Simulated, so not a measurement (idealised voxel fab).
You're looking at the process module voxel ribs on slabs.
Pictured: cross-section cut, 285 nm wide, on a grid of 5 nm square cells.
Think of the cross-section as a grid of square cells. We describe it in bands, top to bottom, and each band covers one or more rows of those cells. First you get the band's top height and its bottom height, in nm, and then the materials it's made of, left to right, with each width in nm. If you see a single material with "everywhere", that one covers the band edge to edge. "empty" is empty space. Heights are reckoned from 0. Under this level, the received wafer is all of one material. The bottommost band is open-ended downward, for example "0 down". You'd read "30 to 40" like this: the band's top row of cells is as wide as the first number, its bottom row is as wide as the second, and going down, every row changes width by the same amount as the row before did. "left unchanged" means the step left every cell of the cross-section as it was. The entry "Voids, sealed" lists the empty spaces that cover at least 8 cells and have no open path to the top. Each is written as width x height at distance, where the distance is measured from the left edge and all three values are in nm. Step line, after settings: the simulator's comment on this step. For masked steps, "overlay nm" on the step line gives how far right of plan the mask actually lay; a minus sign means it lay to the left.

Steps planned for the process:
1: RECEIVE | material Si
2: DIRECTIONAL_DEP | material SiO2 | thk nm 30
3: DIRECTIONAL_DEP | material SiN | thk nm 20
4: MASKED_ETCH | tone cover | mask id RIB | width nm 25 | etch materials SiN | depth nm 15 | overlay nm 0
5: PATTERN | tone cover | mask id SLAB | material resist | width nm 65 | thk nm 15 | overlay nm 0
6: DIRECTIONAL_ETCH | etch materials SiN | depth nm 5
7: STRIP | etch materials resist
8: FILL_DEP | material SiO2 | thk nm 25
9: CMP | height nm 70
10: DIRECTIONAL_DEP | material TiN | thk nm 10
11: DIRECTIONAL_DEP | material aC | thk nm 15
12: PATTERN | tone cover | mask id HEATER | material resist | width nm 35 | thk nm 35 | overlay nm 0
13: DIRECTIONAL_ETCH | etch materials aC | depth nm 15
14: STRIP | etch materials resist
15: DIRECTIONAL_ETCH | etch materials TiN | depth nm 10
16: STRIP | etch materials aC
17: CONFORMAL_DEP | material SiO2 | thk nm 5

Shown in cross-section is the wafer as received, that is, as it stands after step 1:
> 0 down = Si everywhere
> Voids, sealed: none

Post-module cross-section of the first of two wafers (run per plan):
> 85 to 80 = empty: 120  SiO2: 45  empty: 120
> 80 to 75 = empty: 120  SiO2: 5  TiN: 35  SiO2: 5  empty: 120
> 75 to 70 = SiO2: 125  TiN: 35  SiO2: 125
> 70 to 50 = SiO2 everywhere
> 50 to 35 = SiO2: 130  SiN: 25  SiO2: 130
> 35 to 30 = SiO2: 110  SiN: 65  SiO2: 110
> 30 to 0 = SiO2 everywhere
> 0 down = Si everywhere
> Voids, sealed: none

This is the second of the two wafers, cross-sectioned at the end of the module; it started exactly like the first and was given the same plan, but it was run with one mistake:
> 85 to 80 = empty: 120  SiO2: 45  empty: 120
> 80 to 75 = empty: 120  SiO2: 5  TiN: 35  SiO2: 5  empty: 120
> 75 to 70 = SiO2: 125  TiN: 35  SiO2: 125
> 70 to 50 = SiO2 everywhere
> 50 to 35 = SiO2: 135  SiN: 15  SiO2: 135
> 35 to 30 = SiO2: 110  SiN: 65  SiO2: 110
> 30 to 0 = SiO2 everywhere
> 0 down = Si everywhere
> Voids, sealed: none
Diagnosis: step 4 ran with different settings than intended, the actual operation and settings being MASKED_ETCH | tone cover | mask id RIB | width nm 15 | etch materials SiN | depth nm 15 | overlay nm 0
The closing comparison, in cells, has the second wafer with more or fewer of some materials than the first: -6 SiN | +6 SiO2
